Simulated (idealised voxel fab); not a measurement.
Process module in this document: voxel wiring stack
Cross-section cut spans 230 nm and uses square cells 5 nm in size.
Cross-section spec: square-cell grid; bands listed top down; each band is one or more rows. Top height, bottom height, nm. Materials left to right, width each, nm. Single material + "all across" = fills band edge to edge. "blank" = empty. Below 0: as-received wafer, all one material; heights counted from there. Lowest band: no bottom, goes on down, written "0 down". The expression "30->40" gives the width at the extremes of the band, the first number at its top row of cells and the second at its bottom row, with the width changing by equal amounts from each row to the next in between. Given "same as before" for a step, no cell of the cross-section differs between before and after that step. Empty spaces counting at least 8 cells and having no open way to the top are listed in "Enclosed void list". The notation width x height at distance is used for each, the distance being from the left edge and all three values in nm. On a step's line, text after the settings is the simulator commenting on that step. Each step line may optionally specify "overlay nm", which for a step with a mask gives the rightward distance between the mask's planned place and where it lay, a negative value indicating the leftward direction. Read each pair as before and after one process step. The after cross-section shows only down to the lowest band that changed. The step between them and its settings are given below the pair. Pairs can come from different runs of this module on the same starting wafer. A pair continues from the pair above only where its "Prior state" entry says so.

Prior state:
* 0 down | Si all across
* Enclosed void list: none

Resultant Cross-Section:
* 10 to 0 | SiO2 all across
* Below 0 it's all the same as before, nothing changed down there.
* Enclosed void list: none
Step sandwiched between the two cross-sections above: CONFORMAL_DEP,material SiO2,thk nm 10

Prior state: taken from the pair above, after panel.

Resultant Cross-Section:
* 15 to 10 | SiCN all across
* Below 10 it's all the same as before, nothing changed down there.
* Enclosed void list: none
Step sandwiched between the two cross-sections above: CONFORMAL_DEP,material SiCN,thk nm 5

Prior state: taken from the pair above, after panel.

Resultant Cross-Section:
* 30 to 15 | SiO2 all across
* Below 15 it's all the same as before, nothing changed down there.
* Enclosed void list: none
Step sandwiched between the two cross-sections above: DIRECTIONAL_DEP,material SiO2,thk nm 15

Prior state: taken from the pair above, after panel.

Resultant Cross-Section:
* 30 to 15 | SiO2 (50), blank (20), SiO2 (15), blank (20), SiO2 (15), blank (20), SiO2 (15), blank (20), SiO2 (55)
* Below 15 it's all the same as before, nothing changed down there.
* Enclosed void list: none
Step sandwiched between the two cross-sections above: MASKED_ETCH,tone open,mask id METAL_1,width nm 20,pitch nm 35,etch materials SiO2,depth nm 15,overlay nm 0

Prior state: taken from the pair above, after panel.

Resultant Cross-Section:
* 30 to 15 | SiO2 (50), blank (20), SiO2 (15), blank (20), SiO2 (15), blank (20), SiO2 (15), blank (20), SiO2 (55)
* 15 to 10 | SiCN (50), blank (20), SiCN (15), blank (20), SiCN (15), blank (20), SiCN (15), blank (20), SiCN (55)
* Below 10 it's all the same as before, nothing changed down there.
* Enclosed void list: none
Step sandwiched between the two cross-sections above: MASKED_ETCH,tone open,mask id METAL_1,width nm 20,pitch nm 35,etch materials SiCN,depth nm 5,overlay nm 0

Prior state: taken from the pair above, after panel.

Resultant Cross-Section:
* 35 to 30 | TiN (55), blank (10), TiN (25), blank (10), TiN (25), blank (10), TiN (25), blank (10), TiN (60)
* 30 to 15 | SiO2 (50), TiN (5), blank (10), TiN (5), SiO2 (15), TiN (5), blank (10), TiN (5), SiO2 (15), TiN (5), blank (10), TiN (5), SiO2 (15), TiN (5), blank (10), TiN (5), SiO2 (55)
* 15 to 10 | SiCN (50), TiN (20), SiCN (15), TiN (20), SiCN (15), TiN (20), SiCN (15), TiN (20), SiCN (55)
* Below 10 it's all the same as before, nothing changed down there.
* Enclosed void list: none
Step sandwiched between the two cross-sections above: CONFORMAL_DEP,material TiN,thk nm 5

Prior state: taken from the pair above, after panel.

Resultant Cross-Section:
* 40 to 35 | W all across
* 35 to 30 | TiN (55), W (10), TiN (25), W (10), TiN (25), W (10), TiN (25), W (10), TiN (60)
* 30 to 15 | SiO2 (50), TiN (5), W (10), TiN (5), SiO2 (15), TiN (5), W (10), TiN (5), SiO2 (15), TiN (5), W (10), TiN (5), SiO2 (15), TiN (5), W (10), TiN (5), SiO2 (55)
* Below 15 it's all the same as before, nothing changed down there.
* Enclosed void list: none
Step sandwiched between the two cross-sections above: FILL_DEP,material W,thk nm 5

Prior state: taken from the pair above, after panel.

Resultant Cross-Section:
* 30 to 15 | SiO2 (50), TiN (5), W (10), TiN (5), SiO2 (15), TiN (5), W (10), TiN (5), SiO2 (15), TiN (5), W (10), TiN (5), SiO2 (15), TiN (5), W (10), TiN (5), SiO2 (55)
* Below 15 it's all the same as before, nothing changed down there.
* Enclosed void list: none
Step sandwiched between the two cross-sections above: CMP,height nm 30

Prior state: taken from the pair above, after panel.

Resultant Cross-Section:
* 35 to 30 | blank (45), Ru (30), blank (5), Ru (30), blank (5), Ru (30), blank (5), Ru (30), blank (50)
* Below 30 it's all the same as before, nothing changed down there.
* Enclosed void list: none
Step sandwiched between the two cross-sections above: EPI,material Ru,thk nm 5

Prior state: taken from the pair above, after panel.

Resultant Cross-Section:
* 40 to 35 | SiCN all across
* 35 to 30 | SiCN (45), Ru (30), SiCN (5), Ru (30), SiCN (5), Ru (30), SiCN (5), Ru (30), SiCN (50)
* Below 30 it's all the same as before, nothing changed down there.
* Enclosed void list: none
Step sandwiched between the two cross-sections above: FILL_DEP,material SiCN,thk nm 5

Prior state: taken from the pair above, after panel.

Resultant Cross-Section:
* 60 to 40 | lowk all across
* Below 40 it's all the same as before, nothing changed down there.
* Enclosed void list: none
Step sandwiched between the two cross-sections above: DIRECTIONAL_DEP,material lowk,thk nm 20

Prior state: taken from the pair above, after panel.

Resultant Cross-Section:
* 60 to 40 | lowk (50), blank (15), lowk (20), blank (15), lowk (20), blank (15), lowk (20), blank (15), lowk (60)
* Below 40 it's all the same as before, nothing changed down there.
* Enclosed void list: none
Step sandwiched between the two cross-sections above: MASKED_ETCH,tone open,mask id PLUG_1,width nm 15,pitch nm 35,etch materials lowk,depth nm 20,overlay nm 0

Prior state: taken from the pair above, after panel.

Resultant Cross-Section:
* 60 to 40 | lowk (50), blank (15), lowk (20), blank (15), lowk (20), blank (15), lowk (20), blank (15), lowk (60)
* 40 to 35 | SiCN (50), blank (15), SiCN (20), blank (15), SiCN (20), blank (15), SiCN (20), blank (15), SiCN (60)
* Below 35 it's all the same as before, nothing changed down there.
* Enclosed void list: none
Step sandwiched between the two cross-sections above: MASKED_ETCH,tone open,mask id PLUG_1,width nm 15,pitch nm 35,etch materials SiCN,depth nm 5,overlay nm 0

Prior state: taken from the pair above, after panel.

Resultant Cross-Section:
* 65 to 60 | TiN (55), blank (5), TiN (30), blank (5), TiN (30), blank (5), TiN (30), blank (5), TiN (65)
* 60 to 40 | lowk (50), TiN (5), blank (5), TiN (5), lowk (20), TiN (5), blank (5), TiN (5), lowk (20), TiN (5), blank (5), TiN (5), lowk (20), TiN (5), blank (5), TiN (5), lowk (60)
* 40 to 35 | SiCN (50), TiN (15), SiCN (20), TiN (15), SiCN (20), TiN (15), SiCN (20), TiN (15), SiCN (60)
* Below 35 it's all the same as before, nothing changed down there.
* Enclosed void list: none
Step sandwiched between the two cross-sections above: CONFORMAL_DEP,material TiN,thk nm 5

Prior state: taken from the pair above, after panel.

Resultant Cross-Section:
* 75 to 65 | Cu all across
* 65 to 60 | TiN (55), Cu (5), TiN (30), Cu (5), TiN (30), Cu (5), TiN (30), Cu (5), TiN (65)
* 60 to 40 | lowk (50), TiN (5), Cu (5), TiN (5), lowk (20), TiN (5), Cu (5), TiN (5), lowk (20), TiN (5), Cu (5), TiN (5), lowk (20), TiN (5), Cu (5), TiN (5), lowk (60)
* Below 40 it's all the same as before, nothing changed down there.
* Enclosed void list: none
Step sandwiched between the two cross-sections above: FILL_DEP,material Cu,thk nm 10

Prior state: taken from the pair above, after panel.

Resultant Cross-Section:
* 60 to 40 | lowk (50), TiN (5), Cu (5), TiN (5), lowk (20), TiN (5), Cu (5), TiN (5), lowk (20), TiN (5), Cu (5), TiN (5), lowk (20), TiN (5), Cu (5), TiN (5), lowk (60)
* Below 40 it's all the same as before, nothing changed down there.
* Enclosed void list: none
Step sandwiched between the two cross-sections above: CMP,height nm 60

Prior state: taken from the pair above, after panel.

Resultant Cross-Section:
* 65 to 60 | TiN all across
* Below 60 it's all the same as before, nothing changed down there.
* Enclosed void list: none
Step sandwiched between the two cross-sections above: DIRECTIONAL_DEP,material TiN,thk nm 5

Prior state: taken from the pair above, after panel.

Resultant Cross-Section:
* 85 to 65 | W all across
* Below 65 it's all the same as before, nothing changed down there.
* Enclosed void list: none
Step sandwiched between the two cross-sections above: DIRECTIONAL_DEP,material W,thk nm 20

Prior state: taken from the pair above, after panel.

Resultant Cross-Section:
* 100 to 85 | blank (50), resist (20), blank (15), resist (20), blank (15), resist (20), blank (15), resist (20), blank (55)
* Below 85 it's all the same as before, nothing changed down there.
* Enclosed void list: none
Step sandwiched between the two cross-sections above: PATTERN,tone cover,mask id METAL_2,material resist,width nm 20,pitch nm 35,thk nm 15,overlay nm 0

Prior state: taken from the pair above, after panel.

Resultant Cross-Section:
* 100 to 85 | blank (50), resist (20), blank (15), resist (20), blank (15), resist (20), blank (15), resist (20), blank (55)
* 85 to 65 | blank (50), W (20), blank (15), W (20), blank (15), W (20), blank (15), W (20), blank (55)
* Below 65 it's all the same as before, nothing changed down there.
* Enclosed void list: none
Step sandwiched between the two cross-sections above: DIRECTIONAL_ETCH,etch materials W,depth nm 20

Prior state: taken from the pair above, after panel.

Resultant Cross-Section:
* 100 to 85 | blank (50), resist (20), blank (15), resist (20), blank (15), resist (20), blank (15), resist (20), blank (55)
* 85 to 65 | blank (50), W (20), blank (15), W (20), blank (15), W (20), blank (15), W (20), blank (55)
* 65 to 60 | blank (50), TiN (20), blank (15), TiN (20), blank (15), TiN (20), blank (15), TiN (20), blank (55)
* Below 60 it's all the same as before, nothing changed down there.
* Enclosed void list: none
Step sandwiched between the two cross-sections above: DIRECTIONAL_ETCH,etch materials TiN,depth nm 5

Prior state: taken from the pair above, after panel.

Resultant Cross-Section:
* 85 to 65 | blank (50), W (20), blank (15), W (20), blank (15), W (20), blank (15), W (20), blank (55)
* Below 65 it's all the same as before, nothing changed down there.
* Enclosed void list: none
Step sandwiched between the two cross-sections above: STRIP,etch materials resist

Prior state: taken from the pair above, after panel.

Resultant Cross-Section:
* 95 to 85 | lowk all across
* 85 to 65 | lowk (50), W (20), lowk (15), W (20), lowk (15), W (20), lowk (15), W (20), lowk (55)
* 65 to 60 | lowk (50), TiN (20), lowk (15), TiN (20), lowk (15), TiN (20), lowk (15), TiN (20), lowk (55)
* Below 60 it's all the same as before, nothing changed down there.
* Enclosed void list: none
Step sandwiched between the two cross-sections above: FILL_DEP,material lowk,thk nm 10

Prior state: taken from the pair above, after panel.

Resultant Cross-Section:
* 85 to 65 | lowk (50), W (20), lowk (15), W (20), lowk (15), W (20), lowk (15), W (20), lowk (55)
* Below 65 it's all the same as before, nothing changed down there.
* Enclosed void list: none
Step sandwiched between the two cross-sections above: CMP,height nm 85

Prior state: taken from the pair above, after panel.

Resultant Cross-Section:
* 90 to 85 | SiCN all across
* Below 85 it's all the same as before, nothing changed down there.
* Enclosed void list: none
Step sandwiched between the two cross-sections above: CONFORMAL_DEP,material SiCN,thk nm 5

Prior state: taken from the pair above, after panel.

Resultant Cross-Section:
* 120 to 90 | SiO2 all across
* Below 90 it's all the same as before, nothing changed down there.
* Enclosed void list: none
Step sandwiched between the two cross-sections above: DIRECTIONAL_DEP,material SiO2,thk nm 30

Prior state: taken from the pair above, after panel.

Resultant Cross-Section:
* 130 to 120 | aC all across
* Below 120 it's all the same as before, nothing changed down there.
* Enclosed void list: none
Step sandwiched between the two cross-sections above: DIRECTIONAL_DEP,material aC,thk nm 10

Prior state: taken from the pair above, after panel.

Resultant Cross-Section:
* 155 to 130 | resist (50), blank (15), resist (55), blank (15), resist (95)
* Below 130 it's all the same as before, nothing changed down there.
* Enclosed void list: none
Step sandwiched between the two cross-sections above: PATTERN,tone open,mask id METAL_3_HOLES,material resist,width nm 15,pitch nm 70,thk nm 25,overlay nm 0

Prior state: taken from the pair above, after panel.

Resultant Cross-Section:
* 145 to 130 | resist (50), blank (15), resist (55), blank (15), resist (95)
* 130 to 120 | aC (50), blank (15), aC (55), blank (15), aC (95)
* Below 120 it's all the same as before, nothing changed down there.
* Enclosed void list: none
Step sandwiched between the two cross-sections above: DIRECTIONAL_ETCH,etch materials aC,depth nm 10

Prior state: taken from the pair above, after panel.

Resultant Cross-Section:
* 130 to 120 | aC (50), blank (15), aC (55), blank (15), aC (95)
* Below 120 it's all the same as before, nothing changed down there.
* Enclosed void list: none
Step sandwiched between the two cross-sections above: STRIP,etch materials resist

Prior state: taken from the pair above, after panel.

Resultant Cross-Section:
* 130 to 120 | aC (50), blank (15), aC (55), blank (15), aC (95)
* 120 to 90 | SiO2 (50), blank (15), SiO2 (55), blank (15), SiO2 (95)
* Below 90 it's all the same as before, nothing changed down there.
* Enclosed void list: none
Step sandwiched between the two cross-sections above: DIRECTIONAL_ETCH,etch materials SiO2,depth nm 30

Prior state: taken from the pair above, after panel.

Resultant Cross-Section:
* 120 to 90 | SiO2 (50), blank (15), SiO2 (55), blank (15), SiO2 (95)
* Below 90 it's all the same as before, nothing changed down there.
* Enclosed void list: none
Step sandwiched between the two cross-sections above: STRIP,etch materials aC

Prior state: taken from the pair above, after panel.

Resultant Cross-Section:
* 140 to 120 | resist (50), blank (20), resist (15), blank (20), resist (15), blank (20), resist (15), blank (20), resist (55)
* Below 120 it's all the same as before, nothing changed down there.
* Enclosed void list: none
Step sandwiched between the two cross-sections above: PATTERN,tone open,mask id METAL_3,material resist,width nm 20,pitch nm 35,thk nm 20,overlay nm 0

Prior state: taken from the pair above, after panel.

Resultant Cross-Section:
* 140 to 120 | resist (50), blank (20), resist (15), blank (20), resist (15), blank (20), resist (15), blank (20), resist (55)
* 120 to 105 | SiO2 (50), blank (20), SiO2 (15), blank (20), SiO2 (15), blank (20), SiO2 (15), blank (20), SiO2 (55)
* Below 105 it's all the same as before, nothing changed down there.
* Enclosed void list: none
Step sandwiched between the two cross-sections above: DIRECTIONAL_ETCH,etch materials SiO2,depth nm 15

Prior state: taken from the pair above, after panel.

Resultant Cross-Section:
* 140 to 120 | resist (50), blank (20), resist (15), blank (20), resist (15), blank (20), resist (15), blank (20), resist (55)
* 120 to 105 | SiO2 (50), blank (20), SiO2 (15), blank (20), SiO2 (15), blank (20), SiO2 (15), blank (20), SiO2 (55)
* 105 to 90 | SiO2 (50), blank (15), SiO2 (55), blank (15), SiO2 (95)
* 90 to 85 | SiCN (50), blank (15), SiCN (55), blank (15), SiCN (95)
* Below 85 it's all the same as before, nothing changed down there.
* Enclosed void list: none
Step sandwiched between the two cross-sections above: DIRECTIONAL_ETCH,etch materials SiCN,depth nm 5

Prior state: taken from the pair above, after panel.

Resultant Cross-Section:
* 120 to 105 | SiO2 (50), blank (20), SiO2 (15), blank (20), SiO2 (15), blank (20), SiO2 (15), blank (20), SiO2 (55)
* Below 105 it's all the same as before, nothing changed down there.
* Enclosed void list: none
Step sandwiched between the two cross-sections above: STRIP,etch materials resist

Prior state: taken from the pair above, after panel.

Resultant Cross-Section:
* 125 to 120 | TiN (55), blank (10), TiN (25), blank (10), TiN (25), blank (10), TiN (25), blank (10), TiN (60)
* 120 to 110 | SiO2 (50), TiN (5), blank (10), TiN (5), SiO2 (15), TiN (5), blank (10), TiN (5), SiO2 (15), TiN (5), blank (10), TiN (5), SiO2 (15), TiN (5), blank (10), TiN (5), SiO2 (55)
* 110 to 105 | SiO2 (50), TiN (5), blank (5), TiN (10), SiO2 (15), TiN (20), SiO2 (15), TiN (5), blank (5), TiN (10), SiO2 (15), TiN (20), SiO2 (55)
* 105 to 90 | SiO2 (50), TiN (5), blank (5), TiN (5), SiO2 (55), TiN (5), blank (5), TiN (5), SiO2 (95)
* 90 to 85 | SiCN (50), TiN (15), SiCN (55), TiN (15), SiCN (95)
* Below 85 it's all the same as before, nothing changed down there.
* Enclosed void list: none
Step sandwiched between the two cross-sections above: CONFORMAL_DEP,material TiN,thk nm 5

Prior state: taken from the pair above, after panel.

Resultant Cross-Section:
* 130 to 125 | Cu all across
* 125 to 120 | TiN (55), Cu (10), TiN (25), Cu (10), TiN (25), Cu (10), TiN (25), Cu (10), TiN (60)
* 120 to 110 | SiO2 (50), TiN (5), Cu (10), TiN (5), SiO2 (15), TiN (5), Cu (10), TiN (5), SiO2 (15), TiN (5), Cu (10), TiN (5), SiO2 (15), TiN (5), Cu (10), TiN (5), SiO2 (55)
* 110 to 105 | SiO2 (50), TiN (5), Cu (5), TiN (10), SiO2 (15), TiN (20), SiO2 (15), TiN (5), Cu (5), TiN (10), SiO2 (15), TiN (20), SiO2 (55)
* 105 to 90 | SiO2 (50), TiN (5), Cu (5), TiN (5), SiO2 (55), TiN (5), Cu (5), TiN (5), SiO2 (95)
* Below 90 it's all the same as before, nothing changed down there.
* Enclosed void list: none
Step sandwiched between the two cross-sections above: FILL_DEP,material Cu,thk nm 5

Prior state: taken from the pair above, after panel.

Resultant Cross-Section:
* 120 to 110 | SiO2 (50), TiN (5), Cu (10), TiN (5), SiO2 (15), TiN (5), Cu (10), TiN (5), SiO2 (15), TiN (5), Cu (10), TiN (5), SiO2 (15), TiN (5), Cu (10), TiN (5), SiO2 (55)
* Below 110 it's all the same as before, nothing changed down there.
* Enclosed void list: none
Step sandwiched between the two cross-sections above: CMP,height nm 120

Prior state: taken from the pair above, after panel.

Resultant Cross-Section:
* 125 to 120 | SiCN all across
* Below 120 it's all the same as before, nothing changed down there.
* Enclosed void list: none
Step sandwiched between the two cross-sections above: CONFORMAL_DEP,material SiCN,thk nm 5

Prior state:
* 35 to 30 | blank (45), Ru (30), blank (5), Ru (30), blank (5), Ru (30), blank (5), Ru (30), blank (50)
* 30 to 15 | SiO2 (50), TiN (5), W (10), TiN (5), SiO2 (15), TiN (5), W (10), TiN (5), SiO2 (15), TiN (5), W (10), TiN (5), SiO2 (15), TiN (5), W (10), TiN (5), SiO2 (55)
* 15 to 10 | SiCN (50), TiN (20), SiCN (15), TiN (20), SiCN (15), TiN (20), SiCN (15), TiN (20), SiCN (55)
* 10 to 0 | SiO2 all across
* 0 down | Si all across
* Enclosed void list: none

Resultant Cross-Section:
* 55 to 50 | blank (45), lowk (30), blank (5), lowk (30), blank (5), lowk (30), blank (5), lowk (30), blank (50)
* 50 to 35 | lowk all across
* 35 to 30 | lowk (45), Ru (30), lowk (5), Ru (30), lowk (5), Ru (30), lowk (5), Ru (30), lowk (50)
* Below 30 it's all the same as before, nothing changed down there.
* Enclosed void list: none
Step sandwiched between the two cross-sections above: DIRECTIONAL_DEP,material lowk,thk nm 20

Prior state: taken from the pair above, after panel.

Resultant Cross-Section:
* 55 to 50 | blank (45), lowk (5), blank (15), lowk (10), blank (5), lowk (5), blank (15), lowk (10), blank (5), lowk (5), blank (15), lowk (10), blank (5), lowk (5), blank (15), lowk (10), blank (50)
* 50 to 35 | lowk (50), blank (15), lowk (20), blank (15), lowk (20), blank (15), lowk (20), blank (15), lowk (60)
* Below 35 it's all the same as before, nothing changed down there.
* Enclosed void list: none
Step sandwiched between the two cross-sections above: MASKED_ETCH,tone open,mask id PLUG_1,width nm 15,pitch nm 35,etch materials lowk,depth nm 20,overlay nm 0

Prior state: taken from the pair above, after panel.

Resultant Cross-Section:
* 60 to 55 | blank (40), TiN (15), blank (5), TiN (30), blank (5), TiN (30), blank (5), TiN (30), blank (5), TiN (20), blank (45)
* 55 to 50 | TiN (45), lowk (5), TiN (5), blank (5), TiN (5), lowk (10), TiN (5), lowk (5), TiN (5), blank (5), TiN (5), lowk (10), TiN (5), lowk (5), TiN (5), blank (5), TiN (5), lowk (10), TiN (5), lowk (5), TiN (5), blank (5), TiN (5), lowk (10), TiN (50)
* 50 to 40 | lowk (50), TiN (5), blank (5), TiN (5), lowk (20), TiN (5), blank (5), TiN (5), lowk (20), TiN (5), blank (5), TiN (5), lowk (20), TiN (5), blank (5), TiN (5), lowk (60)
* 40 to 35 | lowk (50), TiN (15), lowk (20), TiN (15), lowk (20), TiN (15), lowk (20), TiN (15), lowk (60)
* Below 35 it's all the same as before, nothing changed down there.
* Enclosed void list: none
Step sandwiched between the two cross-sections above: CONFORMAL_DEP,material TiN,thk nm 5

Prior state: taken from the pair above, after panel.

Resultant Cross-Section:
* 70 to 60 | Cu all across
* 60 to 55 | Cu (40), TiN (15), Cu (5), TiN (30), Cu (5), TiN (30), Cu (5), TiN (30), Cu (5), TiN (20), Cu (45)
* 55 to 50 | TiN (45), lowk (5), TiN (5), Cu (5), TiN (5), lowk (10), TiN (5), lowk (5), TiN (5), Cu (5), TiN (5), lowk (10), TiN (5), lowk (5), TiN (5), Cu (5), TiN (5), lowk (10), TiN (5), lowk (5), TiN (5), Cu (5), TiN (5), lowk (10), TiN (50)
* 50 to 40 | lowk (50), TiN (5), Cu (5), TiN (5), lowk (20), TiN (5), Cu (5), TiN (5), lowk (20), TiN (5), Cu (5), TiN (5), lowk (20), TiN (5), Cu (5), TiN (5), lowk (60)
* Below 40 it's all the same as before, nothing changed down there.
* Enclosed void list: none
Step sandwiched between the two cross-sections above: FILL_DEP,material Cu,thk nm 10

Prior state: taken from the pair above, after panel.

Resultant Cross-Section:
* 60 to 55 | Cu (40), TiN (15), Cu (5), TiN (30), Cu (5), TiN (30), Cu (5), TiN (30), Cu (5), TiN (20), Cu (45)
* Below 55 it's all the same as before, nothing changed down there.
* Enclosed void list: none
Step sandwiched between the two cross-sections above: CMP,height nm 60

Prior state: taken from the pair above, after panel.

Resultant Cross-Section:
* 65 to 60 | TiN all across
* Below 60 it's all the same as before, nothing changed down there.
* Enclosed void list: none
Step sandwiched between the two cross-sections above: DIRECTIONAL_DEP,material TiN,thk nm 5

Prior state: taken from the pair above, after panel.

Resultant Cross-Section:
* 85 to 65 | W all across
* Below 65 it's all the same as before, nothing changed down there.
* Enclosed void list: none
Step sandwiched between the two cross-sections above: DIRECTIONAL_DEP,material W,thk nm 20

Prior state: taken from the pair above, after panel.

Resultant Cross-Section:
* 100 to 85 | blank (50), resist (20), blank (15), resist (20), blank (15), resist (20), blank (15), resist (20), blank (55)
* Below 85 it's all the same as before, nothing changed down there.
* Enclosed void list: none
Step sandwiched between the two cross-sections above: PATTERN,tone cover,mask id METAL_2,material resist,width nm 20,pitch nm 35,thk nm 15,overlay nm 0

Prior state: taken from the pair above, after panel.

Resultant Cross-Section:
* 100 to 85 | blank (50), resist (20), blank (15), resist (20), blank (15), resist (20), blank (15), resist (20), blank (55)
* 85 to 65 | blank (50), W (20), blank (15), W (20), blank (15), W (20), blank (15), W (20), blank (55)
* Below 65 it's all the same as before, nothing changed down there.
* Enclosed void list: none
Step sandwiched between the two cross-sections above: DIRECTIONAL_ETCH,etch materials W,depth nm 20

Prior state: taken from the pair above, after panel.

Resultant Cross-Section:
* 100 to 85 | blank (50), resist (20), blank (15), resist (20), blank (15), resist (20), blank (15), resist (20), blank (55)
* 85 to 65 | blank (50), W (20), blank (15), W (20), blank (15), W (20), blank (15), W (20), blank (55)
* 65 to 60 | blank (50), TiN (20), blank (15), TiN (20), blank (15), TiN (20), blank (15), TiN (20), blank (55)
* Below 60 it's all the same as before, nothing changed down there.
* Enclosed void list: none
Step sandwiched between the two cross-sections above: DIRECTIONAL_ETCH,etch materials TiN,depth nm 5

Prior state: taken from the pair above, after panel.

Resultant Cross-Section:
* 85 to 65 | blank (50), W (20), blank (15), W (20), blank (15), W (20), blank (15), W (20), blank (55)
* Below 65 it's all the same as before, nothing changed down there.
* Enclosed void list: none
Step sandwiched between the two cross-sections above: STRIP,etch materials resist

Prior state: taken from the pair above, after panel.

Resultant Cross-Section:
* 95 to 85 | lowk all across
* 85 to 65 | lowk (50), W (20), lowk (15), W (20), lowk (15), W (20), lowk (15), W (20), lowk (55)
* 65 to 60 | lowk (50), TiN (20), lowk (15), TiN (20), lowk (15), TiN (20), lowk (15), TiN (20), lowk (55)
* Below 60 it's all the same as before, nothing changed down there.
* Enclosed void list: none
Step sandwiched between the two cross-sections above: FILL_DEP,material lowk,thk nm 10

Prior state: taken from the pair above, after panel.

Resultant Cross-Section:
* 85 to 65 | lowk (50), W (20), lowk (15), W (20), lowk (15), W (20), lowk (15), W (20), lowk (55)
* Below 65 it's all the same as before, nothing changed down there.
* Enclosed void list: none
Step sandwiched between the two cross-sections above: CMP,height nm 85

Prior state: taken from the pair above, after panel.

Resultant Cross-Section:
* 90 to 85 | SiCN all across
* Below 85 it's all the same as before, nothing changed down there.
* Enclosed void list: none
Step sandwiched between the two cross-sections above: CONFORMAL_DEP,material SiCN,thk nm 5

Prior state: taken from the pair above, after panel.

Resultant Cross-Section:
* 120 to 90 | SiO2 all across
* Below 90 it's all the same as before, nothing changed down there.
* Enclosed void list: none
Step sandwiched between the two cross-sections above: DIRECTIONAL_DEP,material SiO2,thk nm 30

Prior state: taken from the pair above, after panel.

Resultant Cross-Section:
* 130 to 120 | aC all across
* Below 120 it's all the same as before, nothing changed down there.
* Enclosed void list: none
Step sandwiched between the two cross-sections above: DIRECTIONAL_DEP,material aC,thk nm 10

Prior state: taken from the pair above, after panel.

Resultant Cross-Section:
* 155 to 130 | resist (50), blank (15), resist (55), blank (15), resist (95)
* Below 130 it's all the same as before, nothing changed down there.
* Enclosed void list: none
Step sandwiched between the two cross-sections above: PATTERN,tone open,mask id METAL_3_HOLES,material resist,width nm 15,pitch nm 70,thk nm 25,overlay nm 0

Prior state: taken from the pair above, after panel.

Resultant Cross-Section:
* 145 to 130 | resist (50), blank (15), resist (55), blank (15), resist (95)
* 130 to 120 | aC (50), blank (15), aC (55), blank (15), aC (95)
* Below 120 it's all the same as before, nothing changed down there.
* Enclosed void list: none
Step sandwiched between the two cross-sections above: DIRECTIONAL_ETCH,etch materials aC,depth nm 10

Prior state: taken from the pair above, after panel.

Resultant Cross-Section:
* 130 to 120 | aC (50), blank (15), aC (55), blank (15), aC (95)
* Below 120 it's all the same as before, nothing changed down there.
* Enclosed void list: none
Step sandwiched between the two cross-sections above: STRIP,etch materials resist

Prior state: taken from the pair above, after panel.

Resultant Cross-Section:
* 130 to 120 | aC (50), blank (15), aC (55), blank (15), aC (95)
* 120 to 90 | SiO2 (50), blank (15), SiO2 (55), blank (15), SiO2 (95)
* Below 90 it's all the same as before, nothing changed down there.
* Enclosed void list: none
Step sandwiched between the two cross-sections above: DIRECTIONAL_ETCH,etch materials SiO2,depth nm 30

Prior state: taken from the pair above, after panel.

Resultant Cross-Section:
* 120 to 90 | SiO2 (50), blank (15), SiO2 (55), blank (15), SiO2 (95)
* Below 90 it's all the same as before, nothing changed down there.
* Enclosed void list: none
Step sandwiched between the two cross-sections above: STRIP,etch materials aC

Prior state: taken from the pair above, after panel.

Resultant Cross-Section:
* 140 to 120 | resist (50), blank (20), resist (15), blank (20), resist (15), blank (20), resist (15), blank (20), resist (55)
* Below 120 it's all the same as before, nothing changed down there.
* Enclosed void list: none
Step sandwiched between the two cross-sections above: PATTERN,tone open,mask id METAL_3,material resist,width nm 20,pitch nm 35,thk nm 20,overlay nm 0

Prior state: taken from the pair above, after panel.

Resultant Cross-Section:
* 140 to 120 | resist (50), blank (20), resist (15), blank (20), resist (15), blank (20), resist (15), blank (20), resist (55)
* 120 to 105 | SiO2 (50), blank (20), SiO2 (15), blank (20), SiO2 (15), blank (20), SiO2 (15), blank (20), SiO2 (55)
* Below 105 it's all the same as before, nothing changed down there.
* Enclosed void list: none
Step sandwiched between the two cross-sections above: DIRECTIONAL_ETCH,etch materials SiO2,depth nm 15

Prior state: taken from the pair above, after panel.

Resultant Cross-Section:
* 140 to 120 | resist (50), blank (20), resist (15), blank (20), resist (15), blank (20), resist (15), blank (20), resist (55)
* 120 to 105 | SiO2 (50), blank (20), SiO2 (15), blank (20), SiO2 (15), blank (20), SiO2 (15), blank (20), SiO2 (55)
* 105 to 90 | SiO2 (50), blank (15), SiO2 (55), blank (15), SiO2 (95)
* 90 to 85 | SiCN (50), blank (15), SiCN (55), blank (15), SiCN (95)
* Below 85 it's all the same as before, nothing changed down there.
* Enclosed void list: none
Step sandwiched between the two cross-sections above: DIRECTIONAL_ETCH,etch materials SiCN,depth nm 5

Prior state: taken from the pair above, after panel.

Resultant Cross-Section:
* 120 to 105 | SiO2 (50), blank (20), SiO2 (15), blank (20), SiO2 (15), blank (20), SiO2 (15), blank (20), SiO2 (55)
* Below 105 it's all the same as before, nothing changed down there.
* Enclosed void list: none
Step sandwiched between the two cross-sections above: STRIP,etch materials resist

Prior state: taken from the pair above, after panel.

Resultant Cross-Section:
* 125 to 120 | TiN (55), blank (10), TiN (25), blank (10), TiN (25), blank (10), TiN (25), blank (10), TiN (60)
* 120 to 110 | SiO2 (50), TiN (5), blank (10), TiN (5), SiO2 (15), TiN (5), blank (10), TiN (5), SiO2 (15), TiN (5), blank (10), TiN (5), SiO2 (15), TiN (5), blank (10), TiN (5), SiO2 (55)
* 110 to 105 | SiO2 (50), TiN (5), blank (5), TiN (10), SiO2 (15), TiN (20), SiO2 (15), TiN (5), blank (5), TiN (10), SiO2 (15), TiN (20), SiO2 (55)
* 105 to 90 | SiO2 (50), TiN (5), blank (5), TiN (5), SiO2 (55), TiN (5), blank (5), TiN (5), SiO2 (95)
* 90 to 85 | SiCN (50), TiN (15), SiCN (55), TiN (15), SiCN (95)
* Below 85 it's all the same as before, nothing changed down there.
* Enclosed void list: none
Step sandwiched between the two cross-sections above: CONFORMAL_DEP,material TiN,thk nm 5
